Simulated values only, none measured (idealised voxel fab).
Process module, titled voxel tone inversion
It is cross-section cut that appears here, measuring 255 nm in width, its square cells being 5 nm in size.
If you're reading a cross-section in this doc, picture square cells in a grid; it comes to you as bands, top ones listed first down to the bottom, and a band can be one or more rows of cells.
The band entry comprises the height of the band's top followed by the height of its bottom, expressed in nm, and subsequently the band's materials from left to right, each stated together with its width in nm. Where a single material is marked with the word "throughout", that material fills the band from edge to edge. The word "air" represents empty space.
Heights are measured from 0, the level below which the as-received wafer is all one material; the lowest band has no bottom and continues downward, written as in "0 down".
A width given as "30->40" starts at the first number in the band's top row and ends at the second number in its bottom row, shifting by an equal amount at every step from row to row.
"no alteration" -> step changed no cross-section cell.
Empty spaces counting at least 8 cells and having no open way to the top are listed in "Tabulated closed voids". The notation width x height at distance is used for each, the distance being from the left edge and all three values in nm.
Formally, on a step line, whatever follows the settings is a remark that the simulator itself makes on the step.
overlay nm: on a step with a mask, how far right of its planned place the mask lay; negative means left.

List of planned process steps:
1. RECEIVE with material Si
2. CONFORMAL_DEP with material SiN, thk nm 5
3. DIRECTIONAL_DEP with material polySi, thk nm 15
4. PATTERN with tone cover, mask id POSTS, material resist, width nm 15, pitch nm 40, thk nm 25, overlay nm 0
5. DIRECTIONAL_ETCH with etch materials polySi, depth nm 15
6. STRIP with etch materials resist
7. FILL_DEP with material lowk, thk nm 5
8. CMP with height nm 20
9. STRIP with etch materials polySi
10. CONFORMAL_DEP with material TiN, thk nm 5
11. FILL_DEP with material Cu, thk nm 10
12. CMP with height nm 20
13. CONFORMAL_DEP with material SiN, thk nm 5
Same starting wafers, different width nm at step 4. Plan value belongs to the first wafer.

Step 1 complete: as-received cross-section of the first of several wafers:
	0 down = Si throughout
	Tabulated closed voids: none

Each wafer at the end: cells of each material gained (+) or lost (-) since it was received, then its closed voids:
width nm 15; +4 Cu; +102 SiN; +14 TiN; +135 lowk; Tabulated closed voids: none
width nm 20; +8 Cu; +102 SiN; +16 TiN; +129 lowk; Tabulated closed voids: none
width nm 25; +12 Cu; +102 SiN; +18 TiN; +123 lowk; Tabulated closed voids: none
